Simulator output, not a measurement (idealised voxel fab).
Documented hereafter: the process module known as voxel spacer lines.
cross-section cut | 150 nm wide | cells 5 nm
A cross-section is a grid of square cells, given in bands from the top down. A band is one or more rows of cells. A band entry consists of two parts. The first gives the height of the band's top and the height of its bottom, in nm. The rest lists the band's materials from left to right, each with its width in nm. A single material labelled with the word "edge to edge" fills the band from edge to edge, and the word "empty" marks empty space. Beneath 0, the wafer as received is one material, and that level is where height counting begins. The lowest band goes on downward without a bottom; it is written like "0 nm and below". Graded width ("30 to 40"): value in top row of band = first number; value in bottom row = second number; row-to-row change constant. Where a step carries "everything unchanged", the cross-section came out of it unchanged, cell for cell. You'll see "Cavities, closed" listing empty spaces that have no way open to the top, as long as they're 8 cells or more; the notation is width x height at distance, where the distance is from the left edge, and all of it is in nm. Read whatever lies past the settings on a step's line as the simulator's own remark about the step. "overlay nm" denotes, for a step that has a mask, the displacement of the mask to the right of its planned place, with negative values corresponding to the left.
-- The steps planned for the process are as follows
1,op RECEIVE | material Si
2,op CONFORMAL_DEP | material Al2O3 | thk nm 10
3,op DIRECTIONAL_DEP | material SiN | thk nm 10
4,op DIRECTIONAL_DEP | material polySi | thk nm 25
5,op PATTERN | tone cover | mask id MANDREL | material resist | width nm 15 | pitch nm 60 | thk nm 30 | overlay nm 0
6,op DIRECTIONAL_ETCH | etch materials polySi | depth nm 25
7,op STRIP | etch materials resist
8,op CONFORMAL_DEP | material SiO2 | thk nm 15
9,op DIRECTIONAL_ETCH | etch materials SiO2 | depth nm 15
10,op STRIP | etch materials polySi
11,op DIRECTIONAL_ETCH | etch materials SiN | depth nm 10
12,op STRIP | etch materials SiO2
13,op FILL_DEP | material SiO2 | thk nm 10
14,op CMP | height nm 20
-- First wafer, two in total, run as planned
-- Wafer as received: cross-section following step 1
    0 nm and below = Si edge to edge
    Cavities, closed: none
-- Step 2 complete: cross-section through the wafer
    10 nm to 0 nm = Al2O3 edge to edge
    Whatever lies below 0 is exactly as it was before.
-- Step 3 complete: cross-section through the wafer
    20 nm to 10 nm = SiN edge to edge
    Whatever lies below 10 is exactly as it was before.
-- Step 4 complete: cross-section through the wafer
    45 nm to 20 nm = polySi edge to edge
    Whatever lies below 20 is exactly as it was before.
-- Step 5 complete: cross-section through the wafer
    75 nm to 45 nm = 35 of empty, 15 of resist, 45 of empty, 15 of resist, 40 of empty
    Whatever lies below 45 is exactly as it was before.
-- Step 6 complete: cross-section through the wafer
    75 nm to 45 nm = 35 of empty, 15 of resist, 45 of empty, 15 of resist, 40 of empty
    45 nm to 20 nm = 35 of empty, 15 of polySi, 45 of empty, 15 of polySi, 40 of empty
    Whatever lies below 20 is exactly as it was before.
-- Step 7 complete: cross-section through the wafer
    45 nm to 20 nm = 35 of empty, 15 of polySi, 45 of empty, 15 of polySi, 40 of empty
    Whatever lies below 20 is exactly as it was before.
-- Step 8 complete: cross-section through the wafer
    60 nm to 45 nm = 20 of empty, 45 of SiO2, 15 of empty, 45 of SiO2, 25 of empty
    45 nm to 35 nm = 20 of empty, 15 of SiO2, 15 of polySi, 15 of SiO2, 15 of empty, 15 of SiO2, 15 of polySi, 15 of SiO2, 25 of empty
    35 nm to 20 nm = 35 of SiO2, 15 of polySi, 45 of SiO2, 15 of polySi, 40 of SiO2
    Whatever lies below 20 is exactly as it was before.
-- Step 9 complete: cross-section through the wafer
    45 nm to 20 nm = 20 of empty, 15 of SiO2, 15 of polySi, 15 of SiO2, 15 of empty, 15 of SiO2, 15 of polySi, 15 of SiO2, 25 of empty
    Whatever lies below 20 is exactly as it was before.
-- Step 10 complete: cross-section through the wafer
    45 nm to 20 nm = 20 of empty, 15 of SiO2, 15 of empty, 15 of SiO2, 15 of empty, 15 of SiO2, 15 of empty, 15 of SiO2, 25 of empty
    Whatever lies below 20 is exactly as it was before.
-- Step 11 complete: cross-section through the wafer
    45 nm to 20 nm = 20 of empty, 15 of SiO2, 15 of empty, 15 of SiO2, 15 of empty, 15 of SiO2, 15 of empty, 15 of SiO2, 25 of empty
    20 nm to 10 nm = 20 of empty, 15 of SiN, 15 of empty, 15 of SiN, 15 of empty, 15 of SiN, 15 of empty, 15 of SiN, 25 of empty
    Whatever lies below 10 is exactly as it was before.
-- Step 12 complete: cross-section through the wafer
    20 nm to 10 nm = 20 of empty, 15 of SiN, 15 of empty, 15 of SiN, 15 of empty, 15 of SiN, 15 of empty, 15 of SiN, 25 of empty
    Whatever lies below 10 is exactly as it was before.
-- Step 13 complete: cross-section through the wafer
    30 nm to 20 nm = SiO2 edge to edge
    20 nm to 10 nm = 20 of SiO2, 15 of SiN, 15 of SiO2, 15 of SiN, 15 of SiO2, 15 of SiN, 15 of SiO2, 15 of SiN, 25 of SiO2
    Whatever lies below 10 is exactly as it was before.
-- Step 14 complete: cross-section through the wafer
    20 nm to 10 nm = 20 of SiO2, 15 of SiN, 15 of SiO2, 15 of SiN, 15 of SiO2, 15 of SiN, 15 of SiO2, 15 of SiN, 25 of SiO2
    Whatever lies below 10 is exactly as it was before.
-- The second wafer began exactly as the first did and followed the same plan, but one mistake was made while running it; through step 1 inclusive, the two wafers are identical
Cross-sectional representation of the second wafer at the time designated in the plan for the completion of step 2: everything unchanged
-- Cross-sectional representation of the second wafer at the time designated in the plan for the completion of step 3
    10 nm to 0 nm = SiN edge to edge
    Whatever lies below 0 is exactly as it was before.
-- Cross-sectional representation of the second wafer at the time designated in the plan for the completion of step 4
    35 nm to 10 nm = polySi edge to edge
    Whatever lies below 10 is exactly as it was before.
-- Cross-sectional representation of the second wafer at the time designated in the plan for the completion of step 5
    65 nm to 35 nm = 35 of empty, 15 of resist, 45 of empty, 15 of resist, 40 of empty
    Whatever lies below 35 is exactly as it was before.
-- Cross-sectional representation of the second wafer at the time designated in the plan for the completion of step 6
    65 nm to 35 nm = 35 of empty, 15 of resist, 45 of empty, 15 of resist, 40 of empty
    35 nm to 10 nm = 35 of empty, 15 of polySi, 45 of empty, 15 of polySi, 40 of empty
    Whatever lies below 10 is exactly as it was before.
-- Cross-sectional representation of the second wafer at the time designated in the plan for the completion of step 7
    35 nm to 10 nm = 35 of empty, 15 of polySi, 45 of empty, 15 of polySi, 40 of empty
    Whatever lies below 10 is exactly as it was before.
-- Cross-sectional representation of the second wafer at the time designated in the plan for the completion of step 8
    50 nm to 35 nm = 20 of empty, 45 of SiO2, 15 of empty, 45 of SiO2, 25 of empty
    35 nm to 25 nm = 20 of empty, 15 of SiO2, 15 of polySi, 15 of SiO2, 15 of empty, 15 of SiO2, 15 of polySi, 15 of SiO2, 25 of empty
    25 nm to 10 nm = 35 of SiO2, 15 of polySi, 45 of SiO2, 15 of polySi, 40 of SiO2
    Whatever lies below 10 is exactly as it was before.
-- Cross-sectional representation of the second wafer at the time designated in the plan for the completion of step 9
    35 nm to 10 nm = 20 of empty, 15 of SiO2, 15 of polySi, 15 of SiO2, 15 of empty, 15 of SiO2, 15 of polySi, 15 of SiO2, 25 of empty
    Whatever lies below 10 is exactly as it was before.
-- Cross-sectional representation of the second wafer at the time designated in the plan for the completion of step 10
    35 nm to 10 nm = 20 of empty, 15 of SiO2, 15 of empty, 15 of SiO2, 15 of empty, 15 of SiO2, 15 of empty, 15 of SiO2, 25 of empty
    Whatever lies below 10 is exactly as it was before.
-- Cross-sectional representation of the second wafer at the time designated in the plan for the completion of step 11
    35 nm to 10 nm = 20 of empty, 15 of SiO2, 15 of empty, 15 of SiO2, 15 of empty, 15 of SiO2, 15 of empty, 15 of SiO2, 25 of empty
    10 nm to 0 nm = 20 of empty, 15 of SiN, 15 of empty, 15 of SiN, 15 of empty, 15 of SiN, 15 of empty, 15 of SiN, 25 of empty
    Whatever lies below 0 is exactly as it was before.
-- Cross-sectional representation of the second wafer at the time designated in the plan for the completion of step 12
    10 nm to 0 nm = 20 of empty, 15 of SiN, 15 of empty, 15 of SiN, 15 of empty, 15 of SiN, 15 of empty, 15 of SiN, 25 of empty
    Whatever lies below 0 is exactly as it was before.
-- Cross-sectional representation of the second wafer at the time designated in the plan for the completion of step 13
    20 nm to 10 nm = SiO2 edge to edge
    10 nm to 0 nm = 20 of SiO2, 15 of SiN, 15 of SiO2, 15 of SiN, 15 of SiO2, 15 of SiN, 15 of SiO2, 15 of SiN, 25 of SiO2
    Whatever lies below 0 is exactly as it was before.
Cross-sectional representation of the second wafer at the time designated in the plan for the completion of step 14: everything unchanged
Run error: plan step 2 was not performed, having been skipped
Bottom line after processing is that, in cells, the second wafer is up or down on some materials versus the first: -60 Al2O3; +60 SiO2
